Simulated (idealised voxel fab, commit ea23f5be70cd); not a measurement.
process module | voxel self aligned vias
cross-section cut | 275 nm wide | cells 5 nm
A cross-section is a grid of square cells, given in bands from the top down. A band is one or more rows of cells.
Each band's line starts with the height of the band's top and of its bottom, in nm. Then come its materials from left to right, each with its width in nm. One material with "throughout" fills the band from edge to edge. "air" is empty space.
Height 0 is the level under which the wafer as received is all one material. The lowest band goes on downwards, as in "0 down".
A width such as "30 to 40" changes by the same amount from each row of cells to the next, from the band's top row to its bottom row.
"no change" after a step means that no cell of the cross-section changed.
closed voids: empty space of 8 cells or more with no open way to the top, each as width x height at its distance from the left edge, in nm
after a step's settings: what the simulator itself notes on the step
overlay nm, on a step with a mask: how far to the right of its planned place the mask lay; to the left if negative
plan
1 op RECEIVE | material Si
2 op CONFORMAL_DEP | material SiO2 | thk nm 15
3 op CONFORMAL_DEP | material SiCN | thk nm 5
4 op DIRECTIONAL_DEP | material SiO2 | thk nm 20
5 op PATTERN | tone open | mask id LINES | material resist | width nm 20 | pitch nm 55 | thk nm 15 | overlay nm 0
6 op DIRECTIONAL_ETCH | etch materials SiO2 | depth nm 20
7 op STRIP | etch materials resist
8 op CONFORMAL_DEP | material TiN | thk nm 5
9 op FILL_DEP | material Ru | thk nm 5
10 op CMP | height nm 40
11 op SELECTIVE_ETCH | etch materials W Ru TiN | depth nm 10
12 op FILL_DEP | material SiN | thk nm 5
13 op CMP | height nm 40
14 op DIRECTIONAL_DEP | material SiO2 | thk nm 15
15 op MASKED_ETCH | tone open | mask id VIAS | width nm 30 | pitch nm 55 | etch materials SiO2 | depth nm 15 | overlay nm 0
16 op MASKED_ETCH | tone open | mask id VIAS | width nm 30 | pitch nm 55 | etch materials SiN | depth nm 10 | overlay nm 0
17 op CONFORMAL_DEP | material TiN | thk nm 5
18 op FILL_DEP | material W | thk nm 5
19 op CMP | height nm 55
20 op CONFORMAL_DEP | material SiCN | thk nm 5
as received, after step 1
  0 down: Si throughout
  closed voids: none
first wafer at the end, as planned
  60 to 55: SiCN throughout
  55 to 45: SiO2 65 | TiN 5 | W 20 | TiN 5 | SiO2 25 | TiN 5 | W 20 | TiN 5 | SiO2 25 | TiN 5 | W 20 | TiN 5 | SiO2 70
  45 to 35: SiO2 65 to 70 | TiN 10 to 5 | W 10 | TiN 10 to 5 | SiO2 25 to 35 | TiN 10 to 5 | W 10 | TiN 10 to 5 | SiO2 25 to 35 | TiN 10 to 5 | W 10 | TiN 10 to 5 | SiO2 70 to 75
  35 to 30: SiO2 70 | TiN 20 | SiO2 35 | TiN 20 | SiO2 35 | TiN 20 | SiO2 75
  30 to 25: SiO2 70 | TiN 5 | Ru 10 | TiN 5 | SiO2 35 | TiN 5 | Ru 10 | TiN 5 | SiO2 35 | TiN 5 | Ru 10 | TiN 5 | SiO2 75
  25 to 20: SiO2 70 | TiN 20 | SiO2 35 | TiN 20 | SiO2 35 | TiN 20 | SiO2 75
  20 to 15: SiCN throughout
  15 to 0: SiO2 throughout
  0 down: Si throughout
  closed voids: none
second wafer at the end: like start, like plan, one mistake
  60 to 55: SiCN throughout
  55 to 35: SiO2 65 | TiN 5 | W 20 | TiN 5 | SiO2 25 | TiN 5 | W 20 | TiN 5 | SiO2 25 | TiN 5 | W 20 | TiN 5 | SiO2 70
  35 to 30: SiO2 65 | TiN 30 | SiO2 25 | TiN 30 | SiO2 25 | TiN 30 | SiO2 70
  30 to 25: SiO2 65 | TiN 10 | Ru 10 | TiN 10 | SiO2 25 | TiN 10 | Ru 10 | TiN 10 | SiO2 25 | TiN 10 | Ru 10 | TiN 10 | SiO2 70
  25 to 20: SiO2 70 | TiN 20 | SiO2 35 | TiN 20 | SiO2 35 | TiN 20 | SiO2 75
  20 to 15: SiCN throughout
  15 to 0: SiO2 throughout
  0 down: Si throughout
  closed voids: none
what went wrong: step 15 was run twice
at the end the second wafer has, in cells: 18 fewer of SiO2 | 6 more of TiN | 12 more of W
